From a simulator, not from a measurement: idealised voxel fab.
Herein follows the process module entitled voxel released beams.
Section cut is 265 nm wide and gridded with 5 nm square cells.
Cross-section spec: square-cell grid; bands listed top down; each band is one or more rows. Band: top height; bottom height; in nm. Then, left to right: material with width in nm, for each material. "everywhere": a single material spanning edge to edge. "empty": empty space. Heads up on the height convention: 0 is the point under which the incoming wafer is all one material, and the lowest band has no bottom, it just keeps going down, like "0 and below". A width such as "30->40" changes by the same amount from each row of cells to the next, from the band's top row to its bottom row. Basically "no modification" means that step didn't change any cell in the cross-section. Reported under the label "Sealed voids" are the empty spaces having no open way to the top and comprising 8 cells or more; the notation for each is width x height at distance, in which the distance is measured from the left edge and all three values are in nm. Anything after a step's settings on that line? It's the simulator's own note about the step. Among the settings permitted on a step's line is "overlay nm"; applied to a step with a mask, it specifies the extent to which the mask lay to the right of its planned position, whereas a negative figure signifies a position to the left.

Intended process steps:
1 RECEIVE, material Si
2 CONFORMAL_DEP, material SiN, thk nm 10
3 DIRECTIONAL_DEP, material SiO2, thk nm 15
4 DIRECTIONAL_DEP, material aC, thk nm 15
5 PATTERN, tone open, mask id ANCHOR, material resist, width nm 15, thk nm 35, overlay nm 0
6 DIRECTIONAL_ETCH, etch materials aC, depth nm 15
7 STRIP, etch materials resist
8 DIRECTIONAL_ETCH, etch materials SiO2, depth nm 15
9 STRIP, etch materials aC
10 CONFORMAL_DEP, material polySi, thk nm 10
11 PATTERN, tone cover, mask id BEAM, material resist, width nm 70, thk nm 20, overlay nm 0
12 DIRECTIONAL_ETCH, etch materials polySi, depth nm 10
13 STRIP, etch materials resist
14 STRIP, etch materials SiO2
The wafers in this document start out alike and differ in the width nm applied at step 5; the plan shows the value used for the first wafer.

The first of several wafers in cross-section, exactly as it reached us after step 1:
- 0 and below  Si everywhere
- Sealed voids: none

Per-wafer rows below. For each material: cells gained (+) or lost (-) since the wafer was received, as of end of module. Then: closed voids:
width nm 15, +106 SiN, +37 polySi, Sealed voids: none
width nm 20, +106 SiN, +40 polySi, Sealed voids: none
width nm 25, +106 SiN, +40 polySi, Sealed voids: none
width nm 30, +106 SiN, +40 polySi, Sealed voids: none
width nm 35, +106 SiN, +40 polySi, Sealed voids: none
width nm 40, +106 SiN, +40 polySi, Sealed voids: none
